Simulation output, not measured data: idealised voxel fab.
Process module name: voxel ribs on slabs
For reference, the cross-section in this document is cut, with width 155 nm and square cells of 5 nm.
A cross-section is written here as square cells arranged in a grid, and it is given in bands from the top down, each band taking up one or more rows of cells. Band: top height; bottom height; in nm. Then, left to right: material with width in nm, for each material. "throughout": a single material spanning edge to edge. "empty": empty space. Height 0 is the level under which the wafer as received is all one material. The lowest band goes on downwards, as in "top 0, no bottom". Per-row width for "30..40": begins at first number (top row of band), ends at second number (bottom row), increment between rows held constant. Any step labelled "no alterations made" changed none of the cells in the cross-section. This entry, "Unvented voids", enumerates those empty regions of no fewer than 8 cells that possess no open connection to the top. Each region is reported in the form width x height at distance, the distance being taken from the left edge, with all three quantities expressed in nm. If you see something after the settings on a step's line, that's the simulator's own remark about that step. The setting "overlay nm" may be written on the line of a step. When the step uses a mask, the value reports how far to the right of the planned place the mask lay, and a negative value reports that it lay to the left.
**The following list gives the planned process steps**
| 1 | RECEIVE,material Si |
| 2 | DIRECTIONAL_DEP,material SiO2,thk nm 25 |
| 3 | DIRECTIONAL_DEP,material SiN,thk nm 15 |
| 4 | PATTERN,tone cover,mask id RIB,material resist,width nm 15,thk nm 15,overlay nm 0 |
| 5 | DIRECTIONAL_ETCH,etch materials SiN,depth nm 10 |
| 6 | STRIP,etch materials resist |
| 7 | MASKED_ETCH,tone cover,mask id SLAB,width nm 65,etch materials SiN,depth nm 5,overlay nm 0 |
| 8 | FILL_DEP,material SiO2,thk nm 20 |
| 9 | CMP,height nm 55 |
| 10 | DIRECTIONAL_DEP,material W,thk nm 10 |
| 11 | MASKED_ETCH,tone cover,mask id HEATER,width nm 25,etch materials W,depth nm 10,overlay nm 0 |
| 12 | CONFORMAL_DEP,material SiO2,thk nm 10 |
**Cross-section of the wafer at receipt, which is the condition after step 1**
> top 0, no bottom = Si throughout
> Unvented voids: none
**Post-module cross-section of the first of two wafers (run per plan)**
> top 75, bottom 65 = empty (55), SiO2 (45), empty (55)
> top 65, bottom 55 = SiO2 (65), W (25), SiO2 (65)
> top 55, bottom 40 = SiO2 throughout
> top 40, bottom 30 = SiO2 (70), SiN (15), SiO2 (70)
> top 30, bottom 25 = SiO2 (45), SiN (65), SiO2 (45)
> top 25, bottom 0 = SiO2 throughout
> top 0, no bottom = Si throughout
> Unvented voids: none
**Module end: cross-section of wafer two of two. Same start and process plan as the first wafer. One mistake during execution**
> top 75, bottom 65 = empty (55), SiO2 (45), empty (55)
> top 65, bottom 55 = SiO2 (65), W (25), SiO2 (65)
> top 55, bottom 40 = SiO2 throughout
> top 40, bottom 30 = SiO2 (70..45), SiN (15..65), SiO2 (70..45)
> top 30, bottom 25 = SiN throughout
> top 25, bottom 0 = SiO2 throughout
> top 0, no bottom = Si throughout
> Unvented voids: none
what went wrong: step 5 ran as: DIRECTIONAL_ETCH,etch materials SiN,depth nm 5
Final tally in cells, some materials are higher or lower on the second wafer than on the first: 28 more of SiN; 28 fewer of SiO2
